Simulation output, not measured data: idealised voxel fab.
process module | voxel double patterning
cross-section cut | 250 nm wide | cells 5 nm
A cross-section is a grid of square cells, given in bands from the top down. A band is one or more rows of cells.
Each band's line starts with the height of the band's top and of its bottom, in nm. Then come its materials from left to right, each with its width in nm. One material with "throughout" fills the band from edge to edge. "air" is empty space.
Height 0 is the level under which the wafer as received is all one material. The lowest band goes on downwards, as in "0 down".
A width such as "30 to 40" changes by the same amount from each row of cells to the next, from the band's top row to its bottom row.
"no change" after a step means that no cell of the cross-section changed.
closed voids: empty space of 8 cells or more with no open way to the top, each as width x height at its distance from the left edge, in nm
after a step's settings: what the simulator itself notes on the step
overlay nm, on a step with a mask: how far to the right of its planned place the mask lay; to the left if negative
plan
1 op RECEIVE | material Si
2 op CONFORMAL_DEP | material SiN | thk nm 5
3 op DIRECTIONAL_DEP | material SiO2 | thk nm 20
4 op DIRECTIONAL_DEP | material SiCN | thk nm 10
5 op DIRECTIONAL_DEP | material aC | thk nm 15
6 op PATTERN | tone open | mask id FIRST | material resist | width nm 15 | pitch nm 50 | thk nm 35 | overlay nm 0
7 op DIRECTIONAL_ETCH | etch materials aC | depth nm 15
8 op STRIP | etch materials resist
9 op DIRECTIONAL_ETCH | etch materials SiCN | depth nm 10
10 op STRIP | etch materials aC
11 op MASKED_ETCH | tone open | mask id SECOND | width nm 15 | etch materials SiCN | depth nm 10 | overlay nm 0
12 op DIRECTIONAL_ETCH | etch materials SiO2 | depth nm 20
13 op STRIP | etch materials SiCN
first wafer, as planned
as received, after step 1
  0 down: Si throughout
  closed voids: none
after step 2
  5 to 0: SiN throughout
  below 0: unchanged
after step 3
  25 to 5: SiO2 throughout
  below 5: unchanged
after step 4
  35 to 25: SiCN throughout
  below 25: unchanged
after step 5
  50 to 35: aC throughout
  below 35: unchanged
after step 6
  85 to 50: resist 90 | air 15 | resist 35 | air 15 | resist 95
  below 50: unchanged
after step 7
  70 to 50: resist 90 | air 15 | resist 35 | air 15 | resist 95
  50 to 35: aC 90 | air 15 | aC 35 | air 15 | aC 95
  below 35: unchanged
after step 8
  50 to 35: aC 90 | air 15 | aC 35 | air 15 | aC 95
  below 35: unchanged
after step 9
  50 to 35: aC 90 | air 15 | aC 35 | air 15 | aC 95
  35 to 25: SiCN 90 | air 15 | SiCN 35 | air 15 | SiCN 95
  below 25: unchanged
after step 10
  35 to 25: SiCN 90 | air 15 | SiCN 35 | air 15 | SiCN 95
  below 25: unchanged
after step 11
  35 to 25: SiCN 90 | air 15 | SiCN 10 | air 15 | SiCN 10 | air 15 | SiCN 95
  below 25: unchanged
after step 12
  35 to 25: SiCN 90 | air 15 | SiCN 10 | air 15 | SiCN 10 | air 15 | SiCN 95
  25 to 5: SiO2 90 | air 15 | SiO2 10 | air 15 | SiO2 10 | air 15 | SiO2 95
  below 5: unchanged
after step 13
  25 to 5: SiO2 90 | air 15 | SiO2 10 | air 15 | SiO2 10 | air 15 | SiO2 95
  below 5: unchanged
second wafer: like start, like plan, one mistake. Through step 2 it matches the first wafer
when step 3 should have ended
  20 to 5: SiO2 throughout
  below 5: unchanged
when step 4 should have ended
  30 to 20: SiCN throughout
  below 20: unchanged
when step 5 should have ended
  45 to 30: aC throughout
  below 30: unchanged
when step 6 should have ended
  80 to 45: resist 90 | air 15 | resist 35 | air 15 | resist 95
  below 45: unchanged
when step 7 should have ended
  65 to 45: resist 90 | air 15 | resist 35 | air 15 | resist 95
  45 to 30: aC 90 | air 15 | aC 35 | air 15 | aC 95
  below 30: unchanged
when step 8 should have ended
  45 to 30: aC 90 | air 15 | aC 35 | air 15 | aC 95
  below 30: unchanged
when step 9 should have ended
  45 to 30: aC 90 | air 15 | aC 35 | air 15 | aC 95
  30 to 20: SiCN 90 | air 15 | SiCN 35 | air 15 | SiCN 95
  below 20: unchanged
when step 10 should have ended
  30 to 20: SiCN 90 | air 15 | SiCN 35 | air 15 | SiCN 95
  below 20: unchanged
when step 11 should have ended
  30 to 20: SiCN 90 | air 15 | SiCN 10 | air 15 | SiCN 10 | air 15 | SiCN 95
  below 20: unchanged
when step 12 should have ended
  30 to 20: SiCN 90 | air 15 | SiCN 10 | air 15 | SiCN 10 | air 15 | SiCN 95
  20 to 5: SiO2 90 | air 15 | SiO2 10 | air 15 | SiO2 10 | air 15 | SiO2 95
  below 5: unchanged
when step 13 should have ended
  20 to 5: SiO2 90 | air 15 | SiO2 10 | air 15 | SiO2 10 | air 15 | SiO2 95
  below 5: unchanged
what went wrong: step 3 ran as: op DIRECTIONAL_DEP | material SiO2 | thk nm 15
at the end the second wafer has, in cells: 41 fewer of SiO2
